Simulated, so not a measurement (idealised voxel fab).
Herein follows the process module entitled voxel transistor to metal.
The cross-section shown here is cut; it is 175 nm wide and divided into square cells measuring 5 nm on a side.
Just so we're on the same page, the cross-sections are grids of square cells, and they're listed out in bands top to bottom, each band one or more rows deep.
Band: top height; bottom height; in nm. Then, left to right: material with width in nm, for each material. "edge to edge": a single material spanning edge to edge. "empty": empty space.
It should be noted that heights are counted from 0, beneath which the wafer as supplied is of one material throughout, and that the lowest band possesses no lower boundary but continues downward, as written in "0 nm and below".
Width "30..40": first value at the band's top row of cells, second value at its bottom row, equal change from row to row.
It should be understood that the words "changes: none", when stated for a given step, signify that the cross-section underwent no change in any of its cells during that step.
In the "Unvented internal voids" entry, you get each enclosed empty space of 8 cells or more, one with no open way to the top, written width x height at distance, distance from the left edge, in nm.
Note: text after step settings on the step line = simulator remark on that step.
overlay nm: on a step with a mask, how far right of its planned place the mask lay; negative means left.

INTENDED PROCESS STEPS
step 1: RECEIVE, material Si
step 2: CONFORMAL_DEP, material SiO2, thk nm 5
step 3: CONFORMAL_DEP, material SiN, thk nm 10
step 4: PATTERN, tone cover, mask id ACTIVE, material resist, width nm 115, thk nm 15, overlay nm 0
step 5: DIRECTIONAL_ETCH, etch materials SiN, depth nm 10
step 6: DIRECTIONAL_ETCH, etch materials SiO2, depth nm 5
step 7: DIRECTIONAL_ETCH, etch materials Si, depth nm 30
step 8: STRIP, etch materials resist
step 9: FILL_DEP, material SiO2, thk nm 10
step 10: CMP, height nm 15
step 11: SELECTIVE_ETCH, etch materials SiO2, depth nm 5
step 12: STRIP, etch materials SiN
step 13: SELECTIVE_ETCH, etch materials SiO2, depth nm 5
step 14: OXIDIZE, depth nm 5
step 15: DIRECTIONAL_DEP, material polySi, thk nm 25
step 16: DIRECTIONAL_DEP, material SiCN, thk nm 10
step 17: DIRECTIONAL_DEP, material aC, thk nm 15
step 18: PATTERN, tone cover, mask id GATE, material resist, width nm 25, thk nm 30, overlay nm 0
step 19: DIRECTIONAL_ETCH, etch materials aC, depth nm 15
step 20: STRIP, etch materials resist
step 21: DIRECTIONAL_ETCH, etch materials SiCN, depth nm 20
step 22: DIRECTIONAL_ETCH, etch materials polySi, depth nm 35
step 23: STRIP, etch materials aC
step 24: CONFORMAL_DEP, material SiO2, thk nm 5
step 25: DIRECTIONAL_ETCH, etch materials SiO2, depth nm 5
step 26: CONFORMAL_DEP, material SiN, thk nm 10
step 27: DIRECTIONAL_ETCH, etch materials SiN, depth nm 10
step 28: DIRECTIONAL_ETCH, etch materials SiO2, depth nm 5
step 29: EPI, material SiGe, thk nm 5
step 30: FILL_DEP, material SiO2, thk nm 5
step 31: CMP, height nm 25
step 32: STRIP, etch materials polySi
step 33: SELECTIVE_ETCH, etch materials SiO2, depth nm 5
step 34: CONFORMAL_DEP, material HfO2, thk nm 5
step 35: CONFORMAL_DEP, material TiN, thk nm 5
step 36: FILL_DEP, material W, thk nm 5
step 37: CMP, height nm 20
step 38: DIRECTIONAL_DEP, material SiO2, thk nm 15
step 39: DIRECTIONAL_DEP, material aC, thk nm 10
step 40: PATTERN, tone open, mask id CONTACT, material resist, width nm 15, pitch nm 80, thk nm 25, overlay nm 0
step 41: DIRECTIONAL_ETCH, etch materials aC, depth nm 10
step 42: STRIP, etch materials resist
step 43: DIRECTIONAL_ETCH, etch materials SiO2, depth nm 35
step 44: STRIP, etch materials aC
step 45: CONFORMAL_DEP, material TiN, thk nm 5
step 46: FILL_DEP, material Ru, thk nm 5
step 47: CMP, height nm 35
step 48: CONFORMAL_DEP, material SiN, thk nm 5
step 49: DIRECTIONAL_DEP, material SiO2, thk nm 15
step 50: MASKED_ETCH, tone open, mask id METAL_1, width nm 15, pitch nm 80, etch materials SiO2, depth nm 15, overlay nm 0
step 51: MASKED_ETCH, tone open, mask id METAL_1, width nm 15, pitch nm 80, etch materials SiN, depth nm 5, overlay nm 0
step 52: CONFORMAL_DEP, material TiN, thk nm 5
step 53: FILL_DEP, material Cu, thk nm 10
step 54: CMP, height nm 55
step 55: EPI, material Ru, thk nm 5
step 56: FILL_DEP, material SiCN, thk nm 5
step 57: DIRECTIONAL_DEP, material SiO2, thk nm 30
step 58: MASKED_ETCH, tone open, mask id METAL_2, width nm 15, pitch nm 80, etch materials SiO2, depth nm 20, overlay nm 0
step 59: PATTERN, tone open, mask id METAL_2_HOLES, material resist, width nm 15, pitch nm 80, thk nm 20, overlay nm 0
step 60: DIRECTIONAL_ETCH, etch materials SiO2, depth nm 10
step 61: DIRECTIONAL_ETCH, etch materials SiCN, depth nm 5
step 62: STRIP, etch materials resist
step 63: CONFORMAL_DEP, material TiN, thk nm 5
step 64: FILL_DEP, material Cu, thk nm 10
step 65: CMP, height nm 95
step 66: CONFORMAL_DEP, material SiCN, thk nm 5

SHOWN IN CROSS-SECTION IS THE WAFER AS RECEIVED, THAT IS, AS IT STANDS AFTER STEP 1
  0 nm and below  Si edge to edge
  Unvented internal voids: none

FIRST WAFER OF TWO, SECTIONED AT END OF MODULE; RUN WENT PER PLAN
  100 nm to 95 nm  SiCN edge to edge
  95 nm to 65 nm  40 of SiO2 / 5 of TiN / 5 of Cu / 5 of TiN / 65 of SiO2 / 5 of TiN / 5 of Cu / 5 of TiN / 40 of SiO2
  65 nm to 60 nm  40 of SiCN / 15 of TiN / 65 of SiCN / 15 of TiN / 40 of SiCN
  60 nm to 55 nm  35 of SiCN / 25 of Ru / 55 of SiCN / 25 of Ru / 35 of SiCN
  55 nm to 40 nm  40 of SiO2 / 5 of TiN / 5 of Cu / 5 of TiN / 65 of SiO2 / 5 of TiN / 5 of Cu / 5 of TiN / 40 of SiO2
  40 nm to 35 nm  40 of SiN / 15 of TiN / 65 of SiN / 15 of TiN / 40 of SiN
  35 nm to 20 nm  40 of SiO2 / 5 of TiN / 5 of Ru / 5 of TiN / 65 of SiO2 / 5 of TiN / 5 of Ru / 5 of TiN / 40 of SiO2
  20 nm to 5 nm  40 of SiO2 / 5 of TiN / 5 of Ru / 5 of TiN / 5 of SiO2 / 10 of SiN / 5 of HfO2 / 5 of TiN / 15 of W / 5 of TiN / 5 of HfO2 / 10 of SiN / 5 of SiO2 / 5 of TiN / 5 of Ru / 5 of TiN / 40 of SiO2
  5 nm to 0 nm  30 of SiO2 / 10 of SiN / 15 of TiN / 5 of SiO2 / 10 of SiN / 5 of HfO2 / 25 of TiN / 5 of HfO2 / 10 of SiN / 5 of SiO2 / 15 of TiN / 10 of SiN / 30 of SiO2
  0 nm to -5 nm  40 of SiO2 / 20 of SiGe / 10 of SiO2 / 35 of HfO2 / 10 of SiO2 / 20 of SiGe / 40 of SiO2
  -5 nm to -30 nm  30 of SiO2 / 115 of Si / 30 of SiO2
  -30 nm and below  Si edge to edge
  Unvented internal voids: none

END OF MODULE, SECOND WAFER, CROSS-SECTION. STARTED LIKE THE FIRST, PLANNED LIKE THE FIRST, RUN WITH ONE MISTAKE
  100 nm to 95 nm  SiCN edge to edge
  95 nm to 85 nm  40 of SiO2 / 5 of TiN / 10..5 of Cu / 5..10 of TiN / 60 of SiO2 / 5 of TiN / 10..5 of Cu / 5..10 of TiN / 35 of SiO2
  85 nm to 65 nm  40 of SiO2 / 5 of TiN / 5 of Cu / 5 of TiN / 65 of SiO2 / 5 of TiN / 5 of Cu / 5 of TiN / 40 of SiO2
  65 nm to 60 nm  40 of SiCN / 15 of TiN / 65 of SiCN / 15 of TiN / 40 of SiCN
  60 nm to 55 nm  35 of SiCN / 25 of Ru / 55 of SiCN / 25 of Ru / 35 of SiCN
  55 nm to 40 nm  40 of SiO2 / 5 of TiN / 5 of Cu / 5 of TiN / 65 of SiO2 / 5 of TiN / 5 of Cu / 5 of TiN / 40 of SiO2
  40 nm to 35 nm  40 of SiN / 15 of TiN / 65 of SiN / 15 of TiN / 40 of SiN
  35 nm to 20 nm  40 of SiO2 / 5 of TiN / 5 of Ru / 5 of TiN / 65 of SiO2 / 5 of TiN / 5 of Ru / 5 of TiN / 40 of SiO2
  20 nm to 5 nm  40 of SiO2 / 5 of TiN / 5 of Ru / 5 of TiN / 5 of SiO2 / 10 of SiN / 5 of HfO2 / 5 of TiN / 15 of W / 5 of TiN / 5 of HfO2 / 10 of SiN / 5 of SiO2 / 5 of TiN / 5 of Ru / 5 of TiN / 40 of SiO2
  5 nm to 0 nm  30 of SiO2 / 10 of SiN / 15 of TiN / 5 of SiO2 / 10 of SiN / 5 of HfO2 / 25 of TiN / 5 of HfO2 / 10 of SiN / 5 of SiO2 / 15 of TiN / 10 of SiN / 30 of SiO2
  0 nm to -5 nm  40 of SiO2 / 20 of SiGe / 10 of SiO2 / 35 of HfO2 / 10 of SiO2 / 20 of SiGe / 40 of SiO2
  -5 nm to -30 nm  30 of SiO2 / 115 of Si / 30 of SiO2
  -30 nm and below  Si edge to edge
  Unvented internal voids: none
Which mistake was made when the wafer was run? contrary to plan, step 59 was performed as PATTERN, tone open, mask id METAL_2_HOLES, material resist, width nm 20, pitch nm 80, thk nm 20, overlay nm 0
Count the cells at the end and the second wafer has more or fewer of some materials than the first: Cu +2, SiO2 -4, TiN +2
